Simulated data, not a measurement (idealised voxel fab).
Process module heading - voxel capacitor over wiring
It is cross-section cut that appears here, measuring 230 nm in width, its square cells being 5 nm in size.
Cross-section format: a grid of square cells, given as bands from top to bottom; each band is one or more rows of cells. Look at the band entry: it leads with the top's height and the bottom's height in nm. Then it lists the materials left to right, with a width in nm for each. The word "throughout" on a single material says that material fills the band edge to edge. The word "empty" is empty space. It should be noted that heights are counted from 0, beneath which the wafer as supplied is of one material throughout, and that the lowest band possesses no lower boundary but continues downward, as written in "from 0 down". Per-row width for "30..40": begins at first number (top row of band), ends at second number (bottom row), increment between rows held constant. Take "no modifications" at face value: in the step it is given for, the cross-section changed in none of its cells. Under "Unvented voids" you'll find the enclosed gaps, the ones with no way out to the top, that are 8 cells or bigger; each reads width x height at distance, with distance counted from the left edge, everything in nm. If you see something after the settings on a step's line, that's the simulator's own remark about that step. The line of a step may include "overlay nm". On a step with a mask, this value is how far to the right of its planned place the mask lay. A negative value means the mask lay to the left.
Planned process steps:
1 RECEIVE: material Si
2 CONFORMAL_DEP: material SiO2, thk nm 15
3 DIRECTIONAL_DEP: material TiN, thk nm 5
4 DIRECTIONAL_DEP: material Ru, thk nm 15
5 PATTERN: tone cover, mask id METAL_1, material resist, width nm 25, pitch nm 80, thk nm 20, overlay nm 0
6 DIRECTIONAL_ETCH: etch materials Ru, depth nm 15
7 DIRECTIONAL_ETCH: etch materials TiN, depth nm 5
8 STRIP: etch materials resist
9 FILL_DEP: material lowk, thk nm 10
10 CMP: height nm 35
11 CONFORMAL_DEP: material SiCN, thk nm 5
12 DIRECTIONAL_DEP: material lowk, thk nm 20
13 DIRECTIONAL_DEP: material aC, thk nm 10
14 PATTERN: tone open, mask id PLUG_1, material resist, width nm 15, thk nm 30, overlay nm 0
15 DIRECTIONAL_ETCH: etch materials aC, depth nm 10
16 STRIP: etch materials resist
17 DIRECTIONAL_ETCH: etch materials lowk, depth nm 20
18 DIRECTIONAL_ETCH: etch materials SiCN, depth nm 5
19 STRIP: etch materials aC
20 CONFORMAL_DEP: material TiN, thk nm 5
21 FILL_DEP: material Ru, thk nm 5
22 CMP: height nm 60
23 DIRECTIONAL_DEP: material TiN, thk nm 10
24 DIRECTIONAL_DEP: material Al2O3, thk nm 5
25 DIRECTIONAL_DEP: material TiN, thk nm 5
26 MASKED_ETCH: tone cover, mask id UPPER_PLATE, width nm 60, etch materials TiN, depth nm 5, overlay nm 0
27 MASKED_ETCH: tone cover, mask id UPPER_PLATE, width nm 60, etch materials Al2O3, depth nm 5, overlay nm 0
28 MASKED_ETCH: tone cover, mask id LOWER_PLATE, width nm 70, etch materials TiN, depth nm 10, overlay nm 0
29 FILL_DEP: material SiO2, thk nm 15
30 CMP: height nm 90
31 DIRECTIONAL_DEP: material aC, thk nm 10
32 PATTERN: tone open, mask id PLUG_2, material resist, width nm 15, thk nm 25, overlay nm 0
33 DIRECTIONAL_ETCH: etch materials aC, depth nm 10
34 STRIP: etch materials resist
35 DIRECTIONAL_ETCH: etch materials SiO2, depth nm 10
36 STRIP: etch materials aC
37 CONFORMAL_DEP: material TiN, thk nm 5
38 FILL_DEP: material Ru, thk nm 5
39 CMP: height nm 90
40 CONFORMAL_DEP: material SiCN, thk nm 5
Delivered wafer in cross-section: state after step 1:
* from 0 down | Si throughout
* Unvented voids: none
Wafer cross-section at module end: first of two, run to plan:
* from 95 to 90 | SiCN throughout
* from 90 to 85 | SiO2 80 nm | TiN 5 nm | Ru 5 nm | TiN 5 nm | SiO2 135 nm
* from 85 to 75 | SiO2 80..70 nm | TiN 15..60 nm | SiO2 135..100 nm
* from 75 to 70 | SiO2 70 nm | Al2O3 60 nm | SiO2 100 nm
* from 70 to 60 | SiO2 65 nm | TiN 70 nm | SiO2 95 nm
* from 60 to 40 | lowk 70 nm | TiN 5 nm | Ru 5 nm | TiN 5 nm | lowk 145 nm
* from 40 to 35 | SiCN 70 nm | TiN 15 nm | SiCN 145 nm
* from 35 to 20 | lowk 60 nm | Ru 25 nm | lowk 55 nm | Ru 25 nm | lowk 65 nm
* from 20 to 15 | lowk 60 nm | TiN 25 nm | lowk 55 nm | TiN 25 nm | lowk 65 nm
* from 15 to 0 | SiO2 throughout
* from 0 down | Si throughout
* Unvented voids: none
Cross-sectional view: second of two wafers, end of module; start and plan identical to the first, one mistake in running:
* from 95 to 90 | SiCN throughout
* from 90 to 85 | SiO2 80 nm | TiN 5 nm | Ru 5 nm | TiN 5 nm | SiO2 135 nm
* from 85 to 75 | SiO2 80..70 nm | TiN 15..60 nm | SiO2 135..100 nm
* from 75 to 70 | SiO2 70 nm | Al2O3 60 nm | SiO2 100 nm
* from 70 to 60 | SiO2 65 nm | TiN 70 nm | SiO2 95 nm
* from 60 to 55 | TiN 75 nm | Ru 5 nm | TiN 150 nm
* from 55 to 35 | lowk 70 nm | TiN 5 nm | Ru 5 nm | TiN 5 nm | lowk 145 nm
* from 35 to 30 | SiCN 70 nm | TiN 15 nm | SiCN 145 nm
* from 30 to 20 | lowk 60 nm | Ru 25 nm | lowk 55 nm | Ru 25 nm | lowk 65 nm
* from 20 to 15 | lowk 60 nm | TiN 25 nm | lowk 55 nm | TiN 25 nm | lowk 65 nm
* from 15 to 0 | SiO2 throughout
* from 0 down | Si throughout
* Unvented voids: none
Against the plan, the run slipped here: so step 10 ended up running with a different setting than we planned, it ran as CMP: height nm 30
End check, counted in cells, second wafer has more or fewer of these materials than the first: 9 fewer of Ru; 45 more of TiN; 36 fewer of lowk
